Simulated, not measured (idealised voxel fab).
Process module in this document: voxel self aligned contacts
Pictured: cross-section cut, 235 nm wide, on a grid of 5 nm square cells.
A cross-section is a grid of square cells, given in bands from the top down. A band is one or more rows of cells.
Band: top and bottom heights (nm) first, top before bottom; then materials from left to right, widths in nm. "everywhere" marks a sole material filling the band edge to edge. "air" denotes empty space.
Heights are reckoned from 0. Under this level, the received wafer is all of one material. The bottommost band is open-ended downward, for example "0 -> down".
Note: "30..40" means the width goes from the first number (top row of the band) to the second number (bottom row) in equal steps per row of cells.
Any step labelled "no change occurred" changed none of the cells in the cross-section.
The entry titled "Closed cavities" provides the empty spaces that have no open way to the top, restricted to those of 8 cells or more. Each is presented as width x height at distance, the distance being measured from the left edge, with all three in nm.
Note: text after step settings on the step line = simulator remark on that step.
A step's line can hold "overlay nm"; with a mask on that step, the setting says how far right of the planned place the mask lay, while a negative setting says it lay to the left.
**These are the steps we planned for the process**
- 1: op RECEIVE | material Si
- 2: op OXIDIZE | depth nm 5
- 3: op DIRECTIONAL_DEP | material polySi | thk nm 30
- 4: op DIRECTIONAL_DEP | material SiN | thk nm 20
- 5: op PATTERN | tone cover | mask id GATE | material resist | width nm 30 | pitch nm 70 | thk nm 15 | overlay nm 0
- 6: op DIRECTIONAL_ETCH | etch materials SiN | depth nm 20
- 7: op DIRECTIONAL_ETCH | etch materials polySi | depth nm 30
- 8: op STRIP | etch materials resist
- 9: op CONFORMAL_DEP | material SiN | thk nm 10
- 10: op DIRECTIONAL_ETCH | etch materials SiN | depth nm 10
- 11: op FILL_DEP | material SiO2 | thk nm 20
- 12: op CMP | height nm 60
- 13: op DIRECTIONAL_DEP | material aC | thk nm 15
- 14: op PATTERN | tone open | mask id CONTACT | material resist | width nm 50 | pitch nm 70 | thk nm 30 | overlay nm 0
- 15: op DIRECTIONAL_ETCH | etch materials aC | depth nm 15
- 16: op STRIP | etch materials resist
- 17: op DIRECTIONAL_ETCH | etch materials SiO2 | depth nm 65
- 18: op STRIP | etch materials aC
- 19: op CONFORMAL_DEP | material TiN | thk nm 5
- 20: op FILL_DEP | material W | thk nm 5
- 21: op CMP | height nm 60
- 22: op CONFORMAL_DEP | material SiCN | thk nm 5
**first wafer, as planned**
**As-received wafer cross-section (after step 1)**
  0 -> down  Si everywhere
  Closed cavities: none
**The wafer in cross-section once step 2 is complete**
  0 -> -5  SiO2 everywhere
  At heights below -5, the structure remains unaltered.
**The wafer in cross-section once step 3 is complete**
  30 -> 0  polySi everywhere
  At heights below 0, the structure remains unaltered.
**The wafer in cross-section once step 4 is complete**
  50 -> 30  SiN everywhere
  At heights below 30, the structure remains unaltered.
**The wafer in cross-section once step 5 is complete**
  65 -> 50  air: 30, then resist: 30, then air: 40, then resist: 30, then air: 40, then resist: 30, then air: 35
  At heights below 50, the structure remains unaltered.
**The wafer in cross-section once step 6 is complete**
  65 -> 50  air: 30, then resist: 30, then air: 40, then resist: 30, then air: 40, then resist: 30, then air: 35
  50 -> 30  air: 30, then SiN: 30, then air: 40, then SiN: 30, then air: 40, then SiN: 30, then air: 35
  At heights below 30, the structure remains unaltered.
**The wafer in cross-section once step 7 is complete**
  65 -> 50  air: 30, then resist: 30, then air: 40, then resist: 30, then air: 40, then resist: 30, then air: 35
  50 -> 30  air: 30, then SiN: 30, then air: 40, then SiN: 30, then air: 40, then SiN: 30, then air: 35
  30 -> 0  air: 30, then polySi: 30, then air: 40, then polySi: 30, then air: 40, then polySi: 30, then air: 35
  At heights below 0, the structure remains unaltered.
**The wafer in cross-section once step 8 is complete**
  50 -> 30  air: 30, then SiN: 30, then air: 40, then SiN: 30, then air: 40, then SiN: 30, then air: 35
  At heights below 30, the structure remains unaltered.
**The wafer in cross-section once step 9 is complete**
  60 -> 30  air: 20, then SiN: 50, then air: 20, then SiN: 50, then air: 20, then SiN: 50, then air: 25
  30 -> 10  air: 20, then SiN: 10, then polySi: 30, then SiN: 10, then air: 20, then SiN: 10, then polySi: 30, then SiN: 10, then air: 20, then SiN: 10, then polySi: 30, then SiN: 10, then air: 25
  10 -> 0  SiN: 30, then polySi: 30, then SiN: 40, then polySi: 30, then SiN: 40, then polySi: 30, then SiN: 35
  At heights below 0, the structure remains unaltered.
**The wafer in cross-section once step 10 is complete**
  50 -> 30  air: 20, then SiN: 50, then air: 20, then SiN: 50, then air: 20, then SiN: 50, then air: 25
  30 -> 0  air: 20, then SiN: 10, then polySi: 30, then SiN: 10, then air: 20, then SiN: 10, then polySi: 30, then SiN: 10, then air: 20, then SiN: 10, then polySi: 30, then SiN: 10, then air: 25
  At heights below 0, the structure remains unaltered.
**The wafer in cross-section once step 11 is complete**
  70 -> 50  SiO2 everywhere
  50 -> 30  SiO2: 20, then SiN: 50, then SiO2: 20, then SiN: 50, then SiO2: 20, then SiN: 50, then SiO2: 25
  30 -> 0  SiO2: 20, then SiN: 10, then polySi: 30, then SiN: 10, then SiO2: 20, then SiN: 10, then polySi: 30, then SiN: 10, then SiO2: 20, then SiN: 10, then polySi: 30, then SiN: 10, then SiO2: 25
  At heights below 0, the structure remains unaltered.
**The wafer in cross-section once step 12 is complete**
  60 -> 50  SiO2 everywhere
  At heights below 50, the structure remains unaltered.
**The wafer in cross-section once step 13 is complete**
  75 -> 60  aC everywhere
  At heights below 60, the structure remains unaltered.
**The wafer in cross-section once step 14 is complete**
  105 -> 75  resist: 55, then air: 50, then resist: 20, then air: 50, then resist: 60
  At heights below 75, the structure remains unaltered.
**The wafer in cross-section once step 15 is complete**
  90 -> 75  resist: 55, then air: 50, then resist: 20, then air: 50, then resist: 60
  75 -> 60  aC: 55, then air: 50, then aC: 20, then air: 50, then aC: 60
  At heights below 60, the structure remains unaltered.
**The wafer in cross-section once step 16 is complete**
  75 -> 60  aC: 55, then air: 50, then aC: 20, then air: 50, then aC: 60
  At heights below 60, the structure remains unaltered.
**The wafer in cross-section once step 17 is complete**
  75 -> 60  aC: 55, then air: 50, then aC: 20, then air: 50, then aC: 60
  60 -> 50  SiO2: 55, then air: 50, then SiO2: 20, then air: 50, then SiO2: 60
  50 -> 30  SiO2: 20, then SiN: 50, then air: 20, then SiN: 50, then air: 20, then SiN: 50, then SiO2: 25
  30 -> 0  SiO2: 20, then SiN: 10, then polySi: 30, then SiN: 10, then air: 20, then SiN: 10, then polySi: 30, then SiN: 10, then air: 20, then SiN: 10, then polySi: 30, then SiN: 10, then SiO2: 25
  0 -> -5  SiO2: 70, then air: 20, then SiO2: 50, then air: 20, then SiO2: 75
  At heights below -5, the structure remains unaltered.
**The wafer in cross-section once step 18 is complete**
  60 -> 50  SiO2: 55, then air: 50, then SiO2: 20, then air: 50, then SiO2: 60
  At heights below 50, the structure remains unaltered.
**The wafer in cross-section once step 19 is complete**
  65 -> 60  TiN: 60, then air: 40, then TiN: 30, then air: 40, then TiN: 65
  60 -> 50  SiO2: 55, then TiN: 5..20, then air: 40..10, then TiN: 5..20, then SiO2: 20, then TiN: 5..20, then air: 40..10, then TiN: 5..20, then SiO2: 60
  50 -> 30  SiO2: 20, then SiN: 50, then TiN: 5, then air: 10, then TiN: 5, then SiN: 50, then TiN: 5, then air: 10, then TiN: 5, then SiN: 50, then SiO2: 25
  30 -> 0  SiO2: 20, then SiN: 10, then polySi: 30, then SiN: 10, then TiN: 5, then air: 10, then TiN: 5, then SiN: 10, then polySi: 30, then SiN: 10, then TiN: 5, then air: 10, then TiN: 5, then SiN: 10, then polySi: 30, then SiN: 10, then SiO2: 25
  0 -> -5  SiO2: 70, then TiN: 20, then SiO2: 50, then TiN: 20, then SiO2: 75
  At heights below -5, the structure remains unaltered.
**The wafer in cross-section once step 20 is complete**
  70 -> 65  W everywhere
  65 -> 60  TiN: 60, then W: 40, then TiN: 30, then W: 40, then TiN: 65
  60 -> 50  SiO2: 55, then TiN: 5..20, then W: 40..10, then TiN: 5..20, then SiO2: 20, then TiN: 5..20, then W: 40..10, then TiN: 5..20, then SiO2: 60
  50 -> 30  SiO2: 20, then SiN: 50, then TiN: 5, then W: 10, then TiN: 5, then SiN: 50, then TiN: 5, then W: 10, then TiN: 5, then SiN: 50, then SiO2: 25
  30 -> 0  SiO2: 20, then SiN: 10, then polySi: 30, then SiN: 10, then TiN: 5, then W: 10, then TiN: 5, then SiN: 10, then polySi: 30, then SiN: 10, then TiN: 5, then W: 10, then TiN: 5, then SiN: 10, then polySi: 30, then SiN: 10, then SiO2: 25
  At heights below 0, the structure remains unaltered.
**The wafer in cross-section once step 21 is complete**
  60 -> 50  SiO2: 55, then TiN: 5..20, then W: 40..10, then TiN: 5..20, then SiO2: 20, then TiN: 5..20, then W: 40..10, then TiN: 5..20, then SiO2: 60
  At heights below 50, the structure remains unaltered.
**The wafer in cross-section once step 22 is complete**
  65 -> 60  SiCN everywhere
  At heights below 60, the structure remains unaltered.
**For the second wafer, take the first wafer's start and plan, then add one mistake made in running it; everything through step 2, that step included, is shared with the first**
**Second wafer, cross-section, planned end of step 3**
  30 -> 0  W everywhere
  At heights below 0, the structure remains unaltered.
**Second wafer, cross-section, planned end of step 4**
  50 -> 30  SiN everywhere
  At heights below 30, the structure remains unaltered.
**Second wafer, cross-section, planned end of step 5**
  65 -> 50  air: 30, then resist: 30, then air: 40, then resist: 30, then air: 40, then resist: 30, then air: 35
  At heights below 50, the structure remains unaltered.
**Second wafer, cross-section, planned end of step 6**
  65 -> 50  air: 30, then resist: 30, then air: 40, then resist: 30, then air: 40, then resist: 30, then air: 35
  50 -> 30  air: 30, then SiN: 30, then air: 40, then SiN: 30, then air: 40, then SiN: 30, then air: 35
  At heights below 30, the structure remains unaltered.
Second wafer, cross-section, planned end of step 7: no change occurred
**Second wafer, cross-section, planned end of step 8**
  50 -> 30  air: 30, then SiN: 30, then air: 40, then SiN: 30, then air: 40, then SiN: 30, then air: 35
  At heights below 30, the structure remains unaltered.
**Second wafer, cross-section, planned end of step 9**
  60 -> 40  air: 20, then SiN: 50, then air: 20, then SiN: 50, then air: 20, then SiN: 50, then air: 25
  40 -> 30  SiN everywhere
  At heights below 30, the structure remains unaltered.
**Second wafer, cross-section, planned end of step 10**
  50 -> 30  air: 20, then SiN: 50, then air: 20, then SiN: 50, then air: 20, then SiN: 50, then air: 25
  At heights below 30, the structure remains unaltered.
**Second wafer, cross-section, planned end of step 11**
  70 -> 50  SiO2 everywhere
  50 -> 30  SiO2: 20, then SiN: 50, then SiO2: 20, then SiN: 50, then SiO2: 20, then SiN: 50, then SiO2: 25
  At heights below 30, the structure remains unaltered.
**Second wafer, cross-section, planned end of step 12**
  60 -> 50  SiO2 everywhere
  At heights below 50, the structure remains unaltered.
**Second wafer, cross-section, planned end of step 13**
  75 -> 60  aC everywhere
  At heights below 60, the structure remains unaltered.
**Second wafer, cross-section, planned end of step 14**
  105 -> 75  resist: 55, then air: 50, then resist: 20, then air: 50, then resist: 60
  At heights below 75, the structure remains unaltered.
**Second wafer, cross-section, planned end of step 15**
  90 -> 75  resist: 55, then air: 50, then resist: 20, then air: 50, then resist: 60
  75 -> 60  aC: 55, then air: 50, then aC: 20, then air: 50, then aC: 60
  At heights below 60, the structure remains unaltered.
**Second wafer, cross-section, planned end of step 16**
  75 -> 60  aC: 55, then air: 50, then aC: 20, then air: 50, then aC: 60
  At heights below 60, the structure remains unaltered.
**Second wafer, cross-section, planned end of step 17**
  75 -> 60  aC: 55, then air: 50, then aC: 20, then air: 50, then aC: 60
  60 -> 50  SiO2: 55, then air: 50, then SiO2: 20, then air: 50, then SiO2: 60
  50 -> 30  SiO2: 20, then SiN: 50, then air: 20, then SiN: 50, then air: 20, then SiN: 50, then SiO2: 25
  At heights below 30, the structure remains unaltered.
**Second wafer, cross-section, planned end of step 18**
  60 -> 50  SiO2: 55, then air: 50, then SiO2: 20, then air: 50, then SiO2: 60
  At heights below 50, the structure remains unaltered.
**Second wafer, cross-section, planned end of step 19**
  65 -> 60  TiN: 60, then air: 40, then TiN: 30, then air: 40, then TiN: 65
  60 -> 50  SiO2: 55, then TiN: 5..20, then air: 40..10, then TiN: 5..20, then SiO2: 20, then TiN: 5..20, then air: 40..10, then TiN: 5..20, then SiO2: 60
  50 -> 35  SiO2: 20, then SiN: 50, then TiN: 5, then air: 10, then TiN: 5, then SiN: 50, then TiN: 5, then air: 10, then TiN: 5, then SiN: 50, then SiO2: 25
  35 -> 30  SiO2: 20, then SiN: 50, then TiN: 20, then SiN: 50, then TiN: 20, then SiN: 50, then SiO2: 25
  At heights below 30, the structure remains unaltered.
**Second wafer, cross-section, planned end of step 20**
  70 -> 65  W everywhere
  65 -> 60  TiN: 60, then W: 40, then TiN: 30, then W: 40, then TiN: 65
  60 -> 50  SiO2: 55, then TiN: 5..20, then W: 40..10, then TiN: 5..20, then SiO2: 20, then TiN: 5..20, then W: 40..10, then TiN: 5..20, then SiO2: 60
  50 -> 35  SiO2: 20, then SiN: 50, then TiN: 5, then W: 10, then TiN: 5, then SiN: 50, then TiN: 5, then W: 10, then TiN: 5, then SiN: 50, then SiO2: 25
  At heights below 35, the structure remains unaltered.
**Second wafer, cross-section, planned end of step 21**
  60 -> 50  SiO2: 55, then TiN: 5..20, then W: 40..10, then TiN: 5..20, then SiO2: 20, then TiN: 5..20, then W: 40..10, then TiN: 5..20, then SiO2: 60
  At heights below 50, the structure remains unaltered.
**Second wafer, cross-section, planned end of step 22**
  65 -> 60  SiCN everywhere
  At heights below 60, the structure remains unaltered.
What broke from the plan during processing? step 3, actual vs plan mismatch, actual run op DIRECTIONAL_DEP | material W | thk nm 30
at the end the second wafer has, in cells: SiN -72 | SiO2 -46 | TiN -28 | W +254 | polySi -108
